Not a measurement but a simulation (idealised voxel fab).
process module | voxel self aligned vias
cross-section cut | 280 nm wide | cells 5 nm
A cross-section is a grid of square cells, given in bands from the top down. A band is one or more rows of cells.
Each band's line starts with the height of the band's top and of its bottom, in nm. Then come its materials from left to right, each with its width in nm. One material with "throughout" fills the band from edge to edge. "air" is empty space.
Height 0 is the level under which the wafer as received is all one material. The lowest band goes on downwards, as in "0 down".
A width such as "30 to 40" changes by the same amount from each row of cells to the next, from the band's top row to its bottom row.
"no change" after a step means that no cell of the cross-section changed.
closed voids: empty space of 8 cells or more with no open way to the top, each as width x height at its distance from the left edge, in nm
after a step's settings: what the simulator itself notes on the step
overlay nm, on a step with a mask: how far to the right of its planned place the mask lay; to the left if negative
plan
1 op RECEIVE | material Si
2 op CONFORMAL_DEP | material SiO2 | thk nm 10
3 op CONFORMAL_DEP | material SiCN | thk nm 5
4 op DIRECTIONAL_DEP | material lowk | thk nm 20
5 op DIRECTIONAL_DEP | material aC | thk nm 10
6 op PATTERN | tone open | mask id LINES | material resist | width nm 25 | pitch nm 70 | thk nm 25 | overlay nm 0
7 op DIRECTIONAL_ETCH | etch materials aC | depth nm 10
8 op STRIP | etch materials resist
9 op DIRECTIONAL_ETCH | etch materials lowk | depth nm 20
10 op STRIP | etch materials aC
11 op CONFORMAL_DEP | material TiN | thk nm 5
12 op FILL_DEP | material Ru | thk nm 10
13 op CMP | height nm 35
14 op SELECTIVE_ETCH | etch materials W Ru TiN | depth nm 10
15 op FILL_DEP | material SiN | thk nm 10
16 op CMP | height nm 35
17 op DIRECTIONAL_DEP | material lowk | thk nm 15
18 op DIRECTIONAL_DEP | material aC | thk nm 15
19 op PATTERN | tone open | mask id VIAS | material resist | width nm 45 | pitch nm 70 | thk nm 30 | overlay nm 0
20 op DIRECTIONAL_ETCH | etch materials aC | depth nm 15
21 op STRIP | etch materials resist
22 op DIRECTIONAL_ETCH | etch materials lowk | depth nm 15
23 op DIRECTIONAL_ETCH | etch materials SiN | depth nm 10
24 op STRIP | etch materials aC
25 op CONFORMAL_DEP | material TiN | thk nm 5
26 op FILL_DEP | material W | thk nm 10
27 op CMP | height nm 50
28 op CONFORMAL_DEP | material SiCN | thk nm 5
as received, after step 1
  0 down: Si throughout
  closed voids: none
first wafer at the end, as planned
  55 to 50: SiCN throughout
  50 to 40: lowk 45 | TiN 5 | W 35 | TiN 5 | lowk 25 | TiN 5 | W 35 | TiN 5 | lowk 25 | TiN 5 | W 35 | TiN 5 | lowk 50
  40 to 30: lowk 45 to 55 | TiN 15 to 5 | W 15 | TiN 15 to 5 | lowk 25 to 45 | TiN 15 to 5 | W 15 | TiN 15 to 5 | lowk 25 to 45 | TiN 15 to 5 | W 15 | TiN 15 to 5 | lowk 50 to 60
  30 to 25: lowk 55 | TiN 25 | lowk 45 | TiN 25 | lowk 45 | TiN 25 | lowk 60
  25 to 20: lowk 55 | TiN 5 | Ru 15 | TiN 5 | lowk 45 | TiN 5 | Ru 15 | TiN 5 | lowk 45 | TiN 5 | Ru 15 | TiN 5 | lowk 60
  20 to 15: lowk 55 | TiN 25 | lowk 45 | TiN 25 | lowk 45 | TiN 25 | lowk 60
  15 to 10: SiCN throughout
  10 to 0: SiO2 throughout
  0 down: Si throughout
  closed voids: none
second wafer at the end: like start, like plan, one mistake
  55 to 50: SiCN throughout
  50 to 35: lowk 45 | TiN 5 | W 35 | TiN 5 | lowk 25 | TiN 5 | W 35 | TiN 5 | lowk 25 | TiN 5 | W 35 | TiN 5 | lowk 50
  35 to 30: SiN 45 | TiN 5 | W 35 | TiN 5 | SiN 25 | TiN 5 | W 35 | TiN 5 | SiN 25 | TiN 5 | W 35 | TiN 5 | SiN 50
  30 to 25: SiN 45 | TiN 45 | SiN 25 | TiN 45 | SiN 25 | TiN 45 | SiN 50
  25 to 10: lowk 55 | TiN 5 | Ru 15 | TiN 5 | lowk 45 | TiN 5 | Ru 15 | TiN 5 | lowk 45 | TiN 5 | Ru 15 | TiN 5 | lowk 60
  10 to 5: lowk 55 | TiN 25 | lowk 45 | TiN 25 | lowk 45 | TiN 25 | lowk 60
  5 to 0: SiCN throughout
  0 down: Si throughout
  closed voids: none
what went wrong: step 2 was left out
at the end the second wafer has, in cells: 18 more of Ru | 58 more of SiN | 112 fewer of SiO2 | 12 more of TiN | 24 more of W
